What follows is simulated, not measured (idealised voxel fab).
A process module follows: voxel quadruple lines.
285 nm wide, 5 nm square cells: that's cross-section cut.
How to read a cross-section here: the picture is a grid of square cells, written as bands going from the top down, and any band can span one or more rows of cells. The entry gives the band's vertical extent as a top height and a bottom height in nm, then its horizontal make-up as materials from left to right, each with a width in nm. "blank" stands for empty space; a single material marked "everywhere" fills the band edge to edge. Zero point of the height axis is 0; under it, received wafer = one material. Lowest band: continues down indefinitely, "z 0 and below". Note: "30->40" means the width goes from the first number (top row of the band) to the second number (bottom row) in equal steps per row of cells. Step note "everything unchanged" = no cross-section cell changed. Any empty space of 8 cells or more lacking an open way to the top shows up in "Closed-off voids" as width x height at distance, distance from the left edge, in nm. Whatever follows a step's settings on its line is a remark the simulator itself makes about that step. overlay nm: on a step with a mask, how far right of its planned place the mask lay; negative means left.
Process steps foreseen in the plan
1 RECEIVE: material Si
2 CONFORMAL_DEP: material SiO2, thk nm 10
3 DIRECTIONAL_DEP: material W, thk nm 10
4 DIRECTIONAL_DEP: material polySi, thk nm 20
5 DIRECTIONAL_DEP: material aC, thk nm 20
6 PATTERN: tone cover, mask id MANDREL, material resist, width nm 30, pitch nm 80, thk nm 25, overlay nm 0
7 DIRECTIONAL_ETCH: etch materials aC, depth nm 20
8 STRIP: etch materials resist
9 CONFORMAL_DEP: material SiO2, thk nm 10
10 DIRECTIONAL_ETCH: etch materials SiO2, depth nm 10
11 STRIP: etch materials aC
12 DIRECTIONAL_ETCH: etch materials polySi, depth nm 20
13 STRIP: etch materials SiO2
14 CONFORMAL_DEP: material SiCN, thk nm 10
15 DIRECTIONAL_ETCH: etch materials SiCN, depth nm 10
16 STRIP: etch materials polySi
17 DIRECTIONAL_ETCH: etch materials W, depth nm 10
18 STRIP: etch materials SiCN
First of two wafers - as planned
Shown in cross-section is the wafer as received, that is, as it stands after step 1
  z 0 and below = Si everywhere
  Closed-off voids: none
Upon completion of step 2, the wafer appears in cross-section as shown
  z 10 to 0 = SiO2 everywhere
  Below 0 it's all the same as before, nothing changed down there.
Upon completion of step 3, the wafer appears in cross-section as shown
  z 20 to 10 = W everywhere
  Below 10 it's all the same as before, nothing changed down there.
Upon completion of step 4, the wafer appears in cross-section as shown
  z 40 to 20 = polySi everywhere
  Below 20 it's all the same as before, nothing changed down there.
Upon completion of step 5, the wafer appears in cross-section as shown
  z 60 to 40 = aC everywhere
  Below 40 it's all the same as before, nothing changed down there.
Upon completion of step 6, the wafer appears in cross-section as shown
  z 85 to 60 = blank=85  resist=30  blank=50  resist=30  blank=90
  Below 60 it's all the same as before, nothing changed down there.
Upon completion of step 7, the wafer appears in cross-section as shown
  z 65 to 60 = blank=85  resist=30  blank=50  resist=30  blank=90
  z 60 to 40 = blank=85  aC=30  blank=50  aC=30  blank=90
  Below 40 it's all the same as before, nothing changed down there.
Upon completion of step 8, the wafer appears in cross-section as shown
  z 60 to 40 = blank=85  aC=30  blank=50  aC=30  blank=90
  Below 40 it's all the same as before, nothing changed down there.
Upon completion of step 9, the wafer appears in cross-section as shown
  z 70 to 60 = blank=75  SiO2=50  blank=30  SiO2=50  blank=80
  z 60 to 50 = blank=75  SiO2=10  aC=30  SiO2=10  blank=30  SiO2=10  aC=30  SiO2=10  blank=80
  z 50 to 40 = SiO2=85  aC=30  SiO2=50  aC=30  SiO2=90
  Below 40 it's all the same as before, nothing changed down there.
Upon completion of step 10, the wafer appears in cross-section as shown
  z 60 to 40 = blank=75  SiO2=10  aC=30  SiO2=10  blank=30  SiO2=10  aC=30  SiO2=10  blank=80
  Below 40 it's all the same as before, nothing changed down there.
Upon completion of step 11, the wafer appears in cross-section as shown
  z 60 to 40 = blank=75  SiO2=10  blank=30  SiO2=10  blank=30  SiO2=10  blank=30  SiO2=10  blank=80
  Below 40 it's all the same as before, nothing changed down there.
Upon completion of step 12, the wafer appears in cross-section as shown
  z 60 to 40 = blank=75  SiO2=10  blank=30  SiO2=10  blank=30  SiO2=10  blank=30  SiO2=10  blank=80
  z 40 to 20 = blank=75  polySi=10  blank=30  polySi=10  blank=30  polySi=10  blank=30  polySi=10  blank=80
  Below 20 it's all the same as before, nothing changed down there.
Upon completion of step 13, the wafer appears in cross-section as shown
  z 40 to 20 = blank=75  polySi=10  blank=30  polySi=10  blank=30  polySi=10  blank=30  polySi=10  blank=80
  Below 20 it's all the same as before, nothing changed down there.
Upon completion of step 14, the wafer appears in cross-section as shown
  z 50 to 40 = blank=65  SiCN=30  blank=10  SiCN=30  blank=10  SiCN=30  blank=10  SiCN=30  blank=70
  z 40 to 30 = blank=65  SiCN=10  polySi=10  SiCN=10  blank=10  SiCN=10  polySi=10  SiCN=10  blank=10  SiCN=10  polySi=10  SiCN=10  blank=10  SiCN=10  polySi=10  SiCN=10  blank=70
  z 30 to 20 = SiCN=75  polySi=10  SiCN=30  polySi=10  SiCN=30  polySi=10  SiCN=30  polySi=10  SiCN=80
  Below 20 it's all the same as before, nothing changed down there.
Upon completion of step 15, the wafer appears in cross-section as shown
  z 40 to 20 = blank=65  SiCN=10  polySi=10  SiCN=10  blank=10  SiCN=10  polySi=10  SiCN=10  blank=10  SiCN=10  polySi=10  SiCN=10  blank=10  SiCN=10  polySi=10  SiCN=10  blank=70
  Below 20 it's all the same as before, nothing changed down there.
Upon completion of step 16, the wafer appears in cross-section as shown
  z 40 to 20 = blank=65  SiCN=10  blank=10  SiCN=10  blank=10  SiCN=10  blank=10  SiCN=10  blank=10  SiCN=10  blank=10  SiCN=10  blank=10  SiCN=10  blank=10  SiCN=10  blank=70
  Below 20 it's all the same as before, nothing changed down there.
Upon completion of step 17, the wafer appears in cross-section as shown
  z 40 to 20 = blank=65  SiCN=10  blank=10  SiCN=10  blank=10  SiCN=10  blank=10  SiCN=10  blank=10  SiCN=10  blank=10  SiCN=10  blank=10  SiCN=10  blank=10  SiCN=10  blank=70
  z 20 to 10 = blank=65  W=10  blank=10  W=10  blank=10  W=10  blank=10  W=10  blank=10  W=10  blank=10  W=10  blank=10  W=10  blank=10  W=10  blank=70
  Below 10 it's all the same as before, nothing changed down there.
Upon completion of step 18, the wafer appears in cross-section as shown
  z 20 to 10 = blank=65  W=10  blank=10  W=10  blank=10  W=10  blank=10  W=10  blank=10  W=10  blank=10  W=10  blank=10  W=10  blank=10  W=10  blank=70
  Below 10 it's all the same as before, nothing changed down there.
Here the second wafer is described. Its start and its plan were those of the first wafer. Its run contained one mistake. Up to and including step 9, it did exactly what the first wafer did
X-section, second wafer, when step 10 was due to finish
  z 60 to 50 = blank=85  aC=30  blank=50  aC=30  blank=90
  z 50 to 40 = blank=75  SiO2=10  aC=30  SiO2=10  blank=30  SiO2=10  aC=30  SiO2=10  blank=80
  Below 40 it's all the same as before, nothing changed down there.
X-section, second wafer, when step 11 was due to finish
  z 50 to 40 = blank=75  SiO2=10  blank=30  SiO2=10  blank=30  SiO2=10  blank=30  SiO2=10  blank=80
  Below 40 it's all the same as before, nothing changed down there.
X-section, second wafer, when step 12 was due to finish
  z 50 to 40 = blank=75  SiO2=10  blank=30  SiO2=10  blank=30  SiO2=10  blank=30  SiO2=10  blank=80
  z 40 to 20 = blank=75  polySi=10  blank=30  polySi=10  blank=30  polySi=10  blank=30  polySi=10  blank=80
  Below 20 it's all the same as before, nothing changed down there.
X-section, second wafer, when step 13 was due to finish
  z 40 to 20 = blank=75  polySi=10  blank=30  polySi=10  blank=30  polySi=10  blank=30  polySi=10  blank=80
  Below 20 it's all the same as before, nothing changed down there.
X-section, second wafer, when step 14 was due to finish
  z 50 to 40 = blank=65  SiCN=30  blank=10  SiCN=30  blank=10  SiCN=30  blank=10  SiCN=30  blank=70
  z 40 to 30 = blank=65  SiCN=10  polySi=10  SiCN=10  blank=10  SiCN=10  polySi=10  SiCN=10  blank=10  SiCN=10  polySi=10  SiCN=10  blank=10  SiCN=10  polySi=10  SiCN=10  blank=70
  z 30 to 20 = SiCN=75  polySi=10  SiCN=30  polySi=10  SiCN=30  polySi=10  SiCN=30  polySi=10  SiCN=80
  Below 20 it's all the same as before, nothing changed down there.
X-section, second wafer, when step 15 was due to finish
  z 40 to 20 = blank=65  SiCN=10  polySi=10  SiCN=10  blank=10  SiCN=10  polySi=10  SiCN=10  blank=10  SiCN=10  polySi=10  SiCN=10  blank=10  SiCN=10  polySi=10  SiCN=10  blank=70
  Below 20 it's all the same as before, nothing changed down there.
X-section, second wafer, when step 16 was due to finish
  z 40 to 20 = blank=65  SiCN=10  blank=10  SiCN=10  blank=10  SiCN=10  blank=10  SiCN=10  blank=10  SiCN=10  blank=10  SiCN=10  blank=10  SiCN=10  blank=10  SiCN=10  blank=70
  Below 20 it's all the same as before, nothing changed down there.
X-section, second wafer, when step 17 was due to finish
  z 40 to 20 = blank=65  SiCN=10  blank=10  SiCN=10  blank=10  SiCN=10  blank=10  SiCN=10  blank=10  SiCN=10  blank=10  SiCN=10  blank=10  SiCN=10  blank=10  SiCN=10  blank=70
  z 20 to 10 = blank=65  W=10  blank=10  W=10  blank=10  W=10  blank=10  W=10  blank=10  W=10  blank=10  W=10  blank=10  W=10  blank=10  W=10  blank=70
  Below 10 it's all the same as before, nothing changed down there.
X-section, second wafer, when step 18 was due to finish
  z 20 to 10 = blank=65  W=10  blank=10  W=10  blank=10  W=10  blank=10  W=10  blank=10  W=10  blank=10  W=10  blank=10  W=10  blank=10  W=10  blank=70
  Below 10 it's all the same as before, nothing changed down there.
The mistake made against the process plan was this: step 10 was run twice
At process end the two wafers are indistinguishable in cross-section, so the error does not change what this model computes.
